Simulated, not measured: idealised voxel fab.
process module | voxel capacitor over wiring
cross-section cut | 155 nm wide | cells 5 nm
A cross-section is a grid of square cells, given in bands from the top down. A band is one or more rows of cells.
Each band's line starts with the height of the band's top and of its bottom, in nm. Then come its materials from left to right, each with its width in nm. One material with "throughout" fills the band from edge to edge. "air" is empty space.
Height 0 is the level under which the wafer as received is all one material. The lowest band goes on downwards, as in "0 down".
A width such as "30 to 40" changes by the same amount from each row of cells to the next, from the band's top row to its bottom row.
"no change" after a step means that no cell of the cross-section changed.
closed voids: empty space of 8 cells or more with no open way to the top, each as width x height at its distance from the left edge, in nm
after a step's settings: what the simulator itself notes on the step
overlay nm, on a step with a mask: how far to the right of its planned place the mask lay; to the left if negative
plan
1 op RECEIVE | material Si
2 op CONFORMAL_DEP | material SiO2 | thk nm 10
3 op CONFORMAL_DEP | material SiN | thk nm 5
4 op DIRECTIONAL_DEP | material SiO2 | thk nm 25
5 op DIRECTIONAL_DEP | material aC | thk nm 15
6 op PATTERN | tone open | mask id METAL_1 | material resist | width nm 20 | pitch nm 85 | thk nm 30 | overlay nm 0
7 op DIRECTIONAL_ETCH | etch materials aC | depth nm 15
8 op STRIP | etch materials resist
9 op DIRECTIONAL_ETCH | etch materials SiO2 | depth nm 25
10 op DIRECTIONAL_ETCH | etch materials SiN | depth nm 5
11 op STRIP | etch materials aC
12 op CONFORMAL_DEP | material TiN | thk nm 5
13 op FILL_DEP | material Cu | thk nm 5
14 op CMP | height nm 40
15 op CONFORMAL_DEP | material SiCN | thk nm 5
16 op DIRECTIONAL_DEP | material SiO2 | thk nm 15
17 op DIRECTIONAL_DEP | material aC | thk nm 15
18 op PATTERN | tone open | mask id PLUG_1 | material resist | width nm 15 | thk nm 30 | overlay nm 0
19 op DIRECTIONAL_ETCH | etch materials aC | depth nm 15
20 op STRIP | etch materials resist
21 op DIRECTIONAL_ETCH | etch materials SiO2 | depth nm 15
22 op DIRECTIONAL_ETCH | etch materials SiCN | depth nm 5
23 op STRIP | etch materials aC
24 op EPI | material Ru | thk nm 10
25 op EPI | material Ru | thk nm 10
26 op DIRECTIONAL_DEP | material TiN | thk nm 10
27 op DIRECTIONAL_DEP | material SiN | thk nm 5
28 op DIRECTIONAL_DEP | material TiN | thk nm 5
29 op PATTERN | tone cover | mask id UPPER_PLATE | material resist | width nm 70 | thk nm 15 | overlay nm 0
30 op DIRECTIONAL_ETCH | etch materials TiN | depth nm 5
31 op DIRECTIONAL_ETCH | etch materials SiN | depth nm 5
32 op STRIP | etch materials resist
33 op MASKED_ETCH | tone cover | mask id LOWER_PLATE | width nm 80 | etch materials TiN | depth nm 10 | overlay nm 0
34 op FILL_DEP | material SiO2 | thk nm 15
35 op CMP | height nm 90
36 op MASKED_ETCH | tone open | mask id PLUG_2 | width nm 15 | etch materials SiO2 | depth nm 10 | overlay nm 0
37 op CONFORMAL_DEP | material TiN | thk nm 5
38 op FILL_DEP | material Ru | thk nm 10
39 op CMP | height nm 90
40 op CONFORMAL_DEP | material SiCN | thk nm 5
first wafer, as planned
as received, after step 1
  0 down: Si throughout
  closed voids: none
after step 2
  10 to 0: SiO2 throughout
  below 0: unchanged
after step 3
  15 to 10: SiN throughout
  below 10: unchanged
after step 4
  40 to 15: SiO2 throughout
  below 15: unchanged
after step 5
  55 to 40: aC throughout
  below 40: unchanged
after step 6
  85 to 55: resist 25 | air 20 | resist 65 | air 20 | resist 25
  below 55: unchanged
after step 7
  70 to 55: resist 25 | air 20 | resist 65 | air 20 | resist 25
  55 to 40: aC 25 | air 20 | aC 65 | air 20 | aC 25
  below 40: unchanged
after step 8
  55 to 40: aC 25 | air 20 | aC 65 | air 20 | aC 25
  below 40: unchanged
after step 9
  55 to 40: aC 25 | air 20 | aC 65 | air 20 | aC 25
  40 to 15: SiO2 25 | air 20 | SiO2 65 | air 20 | SiO2 25
  below 15: unchanged
after step 10
  55 to 40: aC 25 | air 20 | aC 65 | air 20 | aC 25
  40 to 15: SiO2 25 | air 20 | SiO2 65 | air 20 | SiO2 25
  15 to 10: SiN 25 | air 20 | SiN 65 | air 20 | SiN 25
  below 10: unchanged
after step 11
  40 to 15: SiO2 25 | air 20 | SiO2 65 | air 20 | SiO2 25
  below 15: unchanged
after step 12
  45 to 40: TiN 30 | air 10 | TiN 75 | air 10 | TiN 30
  40 to 15: SiO2 25 | TiN 5 | air 10 | TiN 5 | SiO2 65 | TiN 5 | air 10 | TiN 5 | SiO2 25
  15 to 10: SiN 25 | TiN 20 | SiN 65 | TiN 20 | SiN 25
  below 10: unchanged
after step 13
  50 to 45: Cu throughout
  45 to 40: TiN 30 | Cu 10 | TiN 75 | Cu 10 | TiN 30
  40 to 15: SiO2 25 | TiN 5 | Cu 10 | TiN 5 | SiO2 65 | TiN 5 | Cu 10 | TiN 5 | SiO2 25
  below 15: unchanged
after step 14
  40 to 15: SiO2 25 | TiN 5 | Cu 10 | TiN 5 | SiO2 65 | TiN 5 | Cu 10 | TiN 5 | SiO2 25
  below 15: unchanged
after step 15
  45 to 40: SiCN throughout
  below 40: unchanged
after step 16
  60 to 45: SiO2 throughout
  below 45: unchanged
after step 17
  75 to 60: aC throughout
  below 60: unchanged
after step 18
  105 to 75: resist 30 | air 15 | resist 110
  below 75: unchanged
after step 19
  90 to 75: resist 30 | air 15 | resist 110
  75 to 60: aC 30 | air 15 | aC 110
  below 60: unchanged
after step 20
  75 to 60: aC 30 | air 15 | aC 110
  below 60: unchanged
after step 21
  75 to 60: aC 30 | air 15 | aC 110
  60 to 45: SiO2 30 | air 15 | SiO2 110
  below 45: unchanged
after step 22
  75 to 60: aC 30 | air 15 | aC 110
  60 to 45: SiO2 30 | air 15 | SiO2 110
  45 to 40: SiCN 30 | air 15 | SiCN 110
  below 40: unchanged
after step 23
  60 to 45: SiO2 30 | air 15 | SiO2 110
  below 45: unchanged
after step 24
  60 to 50: SiO2 30 | air 15 | SiO2 110
  50 to 45: SiO2 30 | Ru 15 | SiO2 110
  45 to 40: SiCN 30 | Ru 15 | SiCN 110
  below 40: unchanged
after step 25
  60 to 45: SiO2 30 | Ru 15 | SiO2 110
  below 45: unchanged
after step 26
  70 to 60: TiN throughout
  below 60: unchanged
after step 27
  75 to 70: SiN throughout
  below 70: unchanged
after step 28
  80 to 75: TiN throughout
  below 75: unchanged
after step 29
  95 to 80: air 30 | resist 70 | air 55
  below 80: unchanged
after step 30
  95 to 80: air 30 | resist 70 | air 55
  80 to 75: air 30 | TiN 70 | air 55
  below 75: unchanged
after step 31
  95 to 80: air 30 | resist 70 | air 55
  80 to 75: air 30 | TiN 70 | air 55
  75 to 70: air 30 | SiN 70 | air 55
  below 70: unchanged
after step 32
  80 to 75: air 30 | TiN 70 | air 55
  below 75: unchanged
after step 33
  80 to 75: air 30 | TiN 70 | air 55
  75 to 70: air 30 | SiN 70 | air 55
  70 to 60: air 25 | TiN 80 | air 50
  below 60: unchanged
after step 34
  95 to 80: SiO2 throughout
  80 to 75: SiO2 30 | TiN 70 | SiO2 55
  75 to 70: SiO2 30 | SiN 70 | SiO2 55
  70 to 60: SiO2 25 | TiN 80 | SiO2 50
  below 60: unchanged
after step 35
  90 to 80: SiO2 throughout
  below 80: unchanged
after step 36
  90 to 80: SiO2 40 | air 15 | SiO2 100
  below 80: unchanged
after step 37
  95 to 90: TiN 45 | air 5 | TiN 105
  90 to 85: SiO2 40 | TiN 5 | air 5 | TiN 5 | SiO2 100
  85 to 75: SiO2 40 to 30 | TiN 15 to 70 | SiO2 100 to 55
  below 75: unchanged
after step 38
  105 to 95: Ru throughout
  95 to 90: TiN 45 | Ru 5 | TiN 105
  90 to 85: SiO2 40 | TiN 5 | Ru 5 | TiN 5 | SiO2 100
  below 85: unchanged
after step 39
  90 to 85: SiO2 40 | TiN 5 | Ru 5 | TiN 5 | SiO2 100
  below 85: unchanged
after step 40
  95 to 90: SiCN throughout
  below 90: unchanged
second wafer: like start, like plan, one mistake. Through step 35 it matches the first wafer
when step 36 should have ended
  90 to 80: SiO2 35 | air 25 | SiO2 95
  below 80: unchanged
when step 37 should have ended
  95 to 90: TiN 40 | air 15 | TiN 100
  90 to 85: SiO2 35 | TiN 5 | air 15 | TiN 5 | SiO2 95
  85 to 75: SiO2 35 to 30 | TiN 25 to 70 | SiO2 95 to 55
  below 75: unchanged
when step 38 should have ended
  105 to 95: Ru throughout
  95 to 90: TiN 40 | Ru 15 | TiN 100
  90 to 85: SiO2 35 | TiN 5 | Ru 15 | TiN 5 | SiO2 95
  below 85: unchanged
when step 39 should have ended
  90 to 85: SiO2 35 | TiN 5 | Ru 15 | TiN 5 | SiO2 95
  below 85: unchanged
when step 40 should have ended
  95 to 90: SiCN throughout
  below 90: unchanged
what went wrong: step 36 ran as: op MASKED_ETCH | tone open | mask id PLUG_2 | width nm 25 | etch materials SiO2 | depth nm 10 | overlay nm 0
at the end the second wafer has, in cells: 2 more of Ru | 4 fewer of SiO2 | 2 more of TiN
